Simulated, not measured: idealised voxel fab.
The name of this process module is voxel self aligned vias.
cross-section cut | 280 nm wide | cells 5 nm
How to read a cross-section here: the picture is a grid of square cells, written as bands going from the top down, and any band can span one or more rows of cells.
Per band: top height and bottom height in nm, followed by the left-to-right materials and their widths in nm; "everywhere" marks a single material spanning edge to edge, "air" marks empty space.
Where do heights start? At 0: under that level the wafer as delivered is made of one material only. And the lowest band has no floor; it just carries on downward, as in "0..down".
Read "30 to 40" as a graded width: first number on top, second number at the bottom, same change between each pair of neighbouring rows.
Any step labelled "nothing was modified" changed none of the cells in the cross-section.
"Closed void catalog": sealed empty spaces, 8 cells or more, no open way to top, listed width x height at distance, with distance from the left edge and width, height and distance in nm.
Anything after a step's settings on that line? It's the simulator's own note about the step.
"overlay nm", when on a step's line for a step with a mask, measures how far to the right of its planned place the mask lay; a negative measure means to the left.

The planned process steps are enumerated hereunder
1: RECEIVE [material Si]
2: CONFORMAL_DEP [material SiO2] [thk nm 15]
3: CONFORMAL_DEP [material SiCN] [thk nm 5]
4: DIRECTIONAL_DEP [material SiO2] [thk nm 30]
5: DIRECTIONAL_DEP [material aC] [thk nm 10]
6: PATTERN [tone open] [mask id LINES] [material resist] [width nm 20] [pitch nm 45] [thk nm 25] [overlay nm 0]
7: DIRECTIONAL_ETCH [etch materials aC] [depth nm 10]
8: STRIP [etch materials resist]
9: DIRECTIONAL_ETCH [etch materials SiO2] [depth nm 30]
10: STRIP [etch materials aC]
11: CONFORMAL_DEP [material TiN] [thk nm 5]
12: FILL_DEP [material Ru] [thk nm 5]
13: CMP [height nm 50]
14: SELECTIVE_ETCH [etch materials W Ru TiN] [depth nm 10]
15: FILL_DEP [material SiN] [thk nm 5]
16: CMP [height nm 50]
17: DIRECTIONAL_DEP [material SiO2] [thk nm 15]
18: DIRECTIONAL_DEP [material aC] [thk nm 10]
19: PATTERN [tone open] [mask id VIAS] [material resist] [width nm 30] [thk nm 25] [overlay nm 0]
20: DIRECTIONAL_ETCH [etch materials aC] [depth nm 10]
21: STRIP [etch materials resist]
22: DIRECTIONAL_ETCH [etch materials SiO2] [depth nm 15]
23: DIRECTIONAL_ETCH [etch materials SiN] [depth nm 10]
24: STRIP [etch materials aC]
25: CONFORMAL_DEP [material TiN] [thk nm 5]
26: FILL_DEP [material Ru] [thk nm 10]
27: CMP [height nm 55]
28: CONFORMAL_DEP [material SiCN] [thk nm 5]
Heads up: all these wafers start the same, and what changes between them is the height nm in step 27. The value you see in the plan is just what the first wafer got.

So this is the first of several wafers, cross-sectioned as it came to us, meaning it's at the end of step 1
0..down = Si everywhere
Closed void catalog: none

What follows is a table in which each wafer occupies a row; for the wafer as it stands at the close of the module, the row states, material by material, how many cells have been gained (+) or lost (-) since receipt, and then gives its closed voids
height nm 55; +16 Ru; +112 SiCN; +8 SiN; +506 SiO2; +30 TiN; Closed void catalog: none
height nm 60; +20 Ru; +112 SiCN; +8 SiN; +556 SiO2; +32 TiN; Closed void catalog: none
height nm 65; +24 Ru; +112 SiCN; +8 SiN; +606 SiO2; +34 TiN; Closed void catalog: none
height nm 70; +28 Ru; +112 SiCN; +8 SiN; +606 SiO2; +86 TiN; Closed void catalog: none
height nm 75; +84 Ru; +112 SiCN; +8 SiN; +606 SiO2; +86 TiN; Closed void catalog: none
height nm 80; +140 Ru; +112 SiCN; +8 SiN; +606 SiO2; +86 TiN; Closed void catalog: none
